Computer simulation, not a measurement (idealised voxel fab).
You're looking at the process module voxel gate over fins.
Square cell edge 5 nm, section width 210 nm, ID cut.
Throughout this document, each cross-section is represented as a grid of square cells and is presented as a sequence of bands enumerated from the top downward, where a band comprises one or more rows of cells.
In this notation a band is specified by the heights of its top and bottom, in that order and in nm, after which its materials appear from left to right, each paired with its width in nm. The word "everywhere" attached to a single material means that material fills the band from edge to edge; the word "empty" stands for empty space.
For the purposes of this specification, 0 denotes the height below which the wafer in its as-received condition is composed wholly of one material, and the lowermost band, lacking a lower limit, extends downward without end, as expressed in "0..down".
Graded width ("30->40"): value in top row of band = first number; value in bottom row = second number; row-to-row change constant.
You'll sometimes find "everything unchanged" written for a step, and that's the way of saying that nowhere in the cross-section did a cell change during that step.
Reported under the label "Closed-off voids" are the empty spaces having no open way to the top and comprising 8 cells or more; the notation for each is width x height at distance, in which the distance is measured from the left edge and all three values are in nm.
after a step's settings: what the simulator itself notes on the step
overlay nm: how far to the right of its planned place the mask lay on this masked step (negative: to the left).

THE FOLLOWING LIST GIVES THE PLANNED PROCESS STEPS
1) RECEIVE (material Si)
2) CONFORMAL_DEP (material SiN; thk nm 5)
3) DIRECTIONAL_DEP (material aC; thk nm 10)
4) PATTERN (tone cover; mask id FINS; material resist; width nm 15; pitch nm 60; thk nm 25; overlay nm 0)
5) DIRECTIONAL_ETCH (etch materials aC; depth nm 10)
6) STRIP (etch materials resist)
7) DIRECTIONAL_ETCH (etch materials SiN; depth nm 5)
8) DIRECTIONAL_ETCH (etch materials Si; depth nm 35)
9) STRIP (etch materials aC)
10) FILL_DEP (material SiO2; thk nm 5)
11) CMP (height nm 5)
12) DIRECTIONAL_DEP (material aC; thk nm 10)
13) PATTERN (tone open; mask id RAIL; material resist; width nm 15; thk nm 25; overlay nm 0)
14) DIRECTIONAL_ETCH (etch materials aC; depth nm 10)
15) STRIP (etch materials resist)
16) DIRECTIONAL_ETCH (etch materials SiO2; depth nm 35)
17) STRIP (etch materials aC)
18) CONFORMAL_DEP (material TiN; thk nm 5)
19) FILL_DEP (material Ru; thk nm 5)
20) CMP (height nm 5)
21) SELECTIVE_ETCH (etch materials W Ru TiN; depth nm 20)
22) FILL_DEP (material SiO2; thk nm 5)
23) CMP (height nm 5)
24) SELECTIVE_ETCH (etch materials SiO2; depth nm 15)
25) STRIP (etch materials SiN)
26) CONFORMAL_DEP (material HfO2; thk nm 5)
27) CONFORMAL_DEP (material TiN; thk nm 5)
28) FILL_DEP (material W; thk nm 10)
29) CMP (height nm 15)
30) CONFORMAL_DEP (material SiN; thk nm 10)

WAFER AT RECEIPT (POST STEP 1), CROSS-SECTION
* 0..down: Si everywhere
* Closed-off voids: none

WAFER CROSS-SECTION AT MODULE END: FIRST OF TWO, RUN TO PLAN
* 25..15: SiN everywhere
* 15..10: W everywhere
* 10..5: W 55 nm, then TiN 35 nm, then W 25 nm, then TiN 35 nm, then W 60 nm
* 5..0: W 55 nm, then TiN 5 nm, then HfO2 25 nm, then TiN 5 nm, then W 25 nm, then TiN 5 nm, then HfO2 25 nm, then TiN 5 nm, then W 60 nm
* 0..-5: TiN 60 nm, then HfO2 5 nm, then Si 15 nm, then HfO2 5 nm, then TiN 35 nm, then HfO2 5 nm, then Si 15 nm, then HfO2 5 nm, then TiN 65 nm
* -5..-10: HfO2 65 nm, then Si 15 nm, then HfO2 45 nm, then Si 15 nm, then HfO2 70 nm
* -10..-15: SiO2 65 nm, then Si 15 nm, then SiO2 45 nm, then Si 15 nm, then SiO2 70 nm
* -15..-25: SiO2 65 nm, then Si 15 nm, then SiO2 15 nm, then TiN 5 nm, then Ru 5 nm, then TiN 5 nm, then SiO2 15 nm, then Si 15 nm, then SiO2 70 nm
* -25..-30: SiO2 65 nm, then Si 15 nm, then SiO2 15 nm, then TiN 15 nm, then SiO2 15 nm, then Si 15 nm, then SiO2 70 nm
* -30..-35: SiO2 65 nm, then Si 15 nm, then SiO2 45 nm, then Si 15 nm, then SiO2 70 nm
* -35..down: Si everywhere
* Closed-off voids: none

CROSS-SECTION, WAFER TWO OF TWO, END OF MODULE: SAME START AND PLAN AS WAFER ONE, ONE ERROR IN EXECUTION
* 25..15: SiN everywhere
* 15..10: W everywhere
* 10..5: W 50 nm, then TiN 45 nm, then W 15 nm, then TiN 45 nm, then W 55 nm
* 5..0: W 50 nm, then TiN 5 nm, then HfO2 35 nm, then TiN 5 nm, then W 15 nm, then TiN 5 nm, then HfO2 35 nm, then TiN 5 nm, then W 55 nm
* 0..-5: TiN 55 nm, then HfO2 5 nm, then Si 25 nm, then HfO2 5 nm, then TiN 25 nm, then HfO2 5 nm, then Si 25 nm, then HfO2 5 nm, then TiN 60 nm
* -5..-10: HfO2 60 nm, then Si 25 nm, then HfO2 35 nm, then Si 25 nm, then HfO2 65 nm
* -10..-15: SiO2 60 nm, then Si 25 nm, then SiO2 35 nm, then Si 25 nm, then SiO2 65 nm
* -15..-25: SiO2 60 nm, then Si 25 nm, then SiO2 10 nm, then TiN 5 nm, then Ru 5 nm, then TiN 5 nm, then SiO2 10 nm, then Si 25 nm, then SiO2 65 nm
* -25..-30: SiO2 60 nm, then Si 25 nm, then SiO2 10 nm, then TiN 15 nm, then SiO2 10 nm, then Si 25 nm, then SiO2 65 nm
* -30..-35: SiO2 60 nm, then Si 25 nm, then SiO2 35 nm, then Si 25 nm, then SiO2 65 nm
* -35..down: Si everywhere
* Closed-off voids: none
Which mistake was made when the wafer was run? step 4 was processed under conditions differing from the plan, specifically as PATTERN (tone cover; mask id FINS; material resist; width nm 25; pitch nm 60; thk nm 25; overlay nm 0)
Per the end-of-run cell counts, the second wafer holds more or fewer of some materials than the first: 28 more of Si, 20 fewer of SiO2, 8 fewer of W
